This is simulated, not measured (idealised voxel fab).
This is a process module. Its name is voxel released beams.
270 nm wide, 5 nm square cells: that's cross-section cut.
Cross-section spec: square-cell grid; bands listed top down; each band is one or more rows. In this notation a band is specified by the heights of its top and bottom, in that order and in nm, after which its materials appear from left to right, each paired with its width in nm. The word "full width" attached to a single material means that material fills the band from edge to edge; the word "empty" stands for empty space. Heights from 0 (as-received wafer is one material below). Bottom band endless downward, as "0 and below". A width given as "30->40" starts at the first number in the band's top row and ends at the second number in its bottom row, shifting by an equal amount at every step from row to row. It should be understood that the words "nothing changed", when stated for a given step, signify that the cross-section underwent no change in any of its cells during that step. In "Enclosed void listing" the enclosed voids are listed, meaning empty spaces of 8 cells or larger without any opening to the top. The form is width x height at distance, distance from the left edge, units nm. Heads up: the bit after the settings on a step's line is the simulator's remark on that step. "overlay nm" denotes, for a step that has a mask, the displacement of the mask to the right of its planned place, with negative values corresponding to the left.
Intended process steps
| 1 | RECEIVE, material Si |
| 2 | CONFORMAL_DEP, material Al2O3, thk nm 5 |
| 3 | DIRECTIONAL_DEP, material SiO2, thk nm 10 |
| 4 | MASKED_ETCH, tone open, mask id ANCHOR, width nm 25, etch materials SiO2, depth nm 10, overlay nm 0 |
| 5 | CONFORMAL_DEP, material W, thk nm 10 |
| 6 | MASKED_ETCH, tone cover, mask id BEAM, width nm 105, etch materials W, depth nm 10, overlay nm 0 |
| 7 | STRIP, etch materials SiO2 |
Step 1 complete: cross-section of the wafer as received
	0 and below  Si full width
	Enclosed void listing: none
End-of-module cross-section. Starting structure and process plan as above; one mistake made in running it
	25 down to 15  empty: 80  W: 105  empty: 85
	15 down to 10  Al2O3 full width
	10 down to 0  SiO2 full width
	0 and below  Si full width
	Enclosed void listing: none
It is concluded that the wafer was processed incorrectly with respect to the plan, in that steps 2 and 3 traded places in the executed sequence
